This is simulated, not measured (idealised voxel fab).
process module | voxel tone inversion
cross-section cut | 280 nm wide | cells 5 nm
A cross-section is a grid of square cells, given in bands from the top down. A band is one or more rows of cells.
Each band's line starts with the height of the band's top and of its bottom, in nm. Then come its materials from left to right, each with its width in nm. One material with "throughout" fills the band from edge to edge. "air" is empty space.
Height 0 is the level under which the wafer as received is all one material. The lowest band goes on downwards, as in "0 down".
A width such as "30 to 40" changes by the same amount from each row of cells to the next, from the band's top row to its bottom row.
"no change" after a step means that no cell of the cross-section changed.
closed voids: empty space of 8 cells or more with no open way to the top, each as width x height at its distance from the left edge, in nm
after a step's settings: what the simulator itself notes on the step
overlay nm, on a step with a mask: how far to the right of its planned place the mask lay; to the left if negative
plan
1 op RECEIVE | material Si
2 op CONFORMAL_DEP | material SiN | thk nm 10
3 op DIRECTIONAL_DEP | material aC | thk nm 20
4 op PATTERN | tone cover | mask id POSTS | material resist | width nm 25 | pitch nm 40 | thk nm 25 | overlay nm 0
5 op DIRECTIONAL_ETCH | etch materials aC | depth nm 20
6 op STRIP | etch materials resist
7 op FILL_DEP | material lowk | thk nm 5
8 op CMP | height nm 30
9 op STRIP | etch materials aC
10 op CONFORMAL_DEP | material TiN | thk nm 5
11 op FILL_DEP | material Ru | thk nm 5
12 op CMP | height nm 30
13 op CONFORMAL_DEP | material SiN | thk nm 5
first wafer, as planned
as received, after step 1
  0 down: Si throughout
  closed voids: none
after step 2
  10 to 0: SiN throughout
  below 0: unchanged
after step 3
  30 to 10: aC throughout
  below 10: unchanged
after step 4
  55 to 30: air 85 | resist 25 | air 15 | resist 25 | air 15 | resist 25 | air 90
  below 30: unchanged
after step 5
  35 to 30: air 85 | resist 25 | air 15 | resist 25 | air 15 | resist 25 | air 90
  30 to 10: air 85 | aC 25 | air 15 | aC 25 | air 15 | aC 25 | air 90
  below 10: unchanged
after step 6
  30 to 10: air 85 | aC 25 | air 15 | aC 25 | air 15 | aC 25 | air 90
  below 10: unchanged
after step 7
  35 to 30: lowk throughout
  30 to 10: lowk 85 | aC 25 | lowk 15 | aC 25 | lowk 15 | aC 25 | lowk 90
  below 10: unchanged
after step 8
  30 to 10: lowk 85 | aC 25 | lowk 15 | aC 25 | lowk 15 | aC 25 | lowk 90
  below 10: unchanged
after step 9
  30 to 10: lowk 85 | air 25 | lowk 15 | air 25 | lowk 15 | air 25 | lowk 90
  below 10: unchanged
after step 10
  35 to 30: TiN 90 | air 15 | TiN 25 | air 15 | TiN 25 | air 15 | TiN 95
  30 to 15: lowk 85 | TiN 5 | air 15 | TiN 5 | lowk 15 | TiN 5 | air 15 | TiN 5 | lowk 15 | TiN 5 | air 15 | TiN 5 | lowk 90
  15 to 10: lowk 85 | TiN 25 | lowk 15 | TiN 25 | lowk 15 | TiN 25 | lowk 90
  below 10: unchanged
after step 11
  40 to 35: Ru throughout
  35 to 30: TiN 90 | Ru 15 | TiN 25 | Ru 15 | TiN 25 | Ru 15 | TiN 95
  30 to 15: lowk 85 | TiN 5 | Ru 15 | TiN 5 | lowk 15 | TiN 5 | Ru 15 | TiN 5 | lowk 15 | TiN 5 | Ru 15 | TiN 5 | lowk 90
  below 15: unchanged
after step 12
  30 to 15: lowk 85 | TiN 5 | Ru 15 | TiN 5 | lowk 15 | TiN 5 | Ru 15 | TiN 5 | lowk 15 | TiN 5 | Ru 15 | TiN 5 | lowk 90
  below 15: unchanged
after step 13
  35 to 30: SiN throughout
  below 30: unchanged
second wafer: like start, like plan, one mistake. Through step 6 it matches the first wafer
when step 7 should have ended
  35 to 30: TiN throughout
  30 to 10: TiN 85 | aC 25 | TiN 15 | aC 25 | TiN 15 | aC 25 | TiN 90
  below 10: unchanged
when step 8 should have ended
  30 to 10: TiN 85 | aC 25 | TiN 15 | aC 25 | TiN 15 | aC 25 | TiN 90
  below 10: unchanged
when step 9 should have ended
  30 to 10: TiN 85 | air 25 | TiN 15 | air 25 | TiN 15 | air 25 | TiN 90
  below 10: unchanged
when step 10 should have ended
  35 to 15: TiN 90 | air 15 | TiN 25 | air 15 | TiN 25 | air 15 | TiN 95
  15 to 10: TiN throughout
  below 10: unchanged
when step 11 should have ended
  40 to 35: Ru throughout
  35 to 15: TiN 90 | Ru 15 | TiN 25 | Ru 15 | TiN 25 | Ru 15 | TiN 95
  below 15: unchanged
when step 12 should have ended
  30 to 15: TiN 90 | Ru 15 | TiN 25 | Ru 15 | TiN 25 | Ru 15 | TiN 95
  below 15: unchanged
when step 13 should have ended
  35 to 30: SiN throughout
  below 30: unchanged
what went wrong: step 7 ran as: op FILL_DEP | material TiN | thk nm 5
at the end the second wafer has, in cells: 164 more of TiN | 164 fewer of lowk
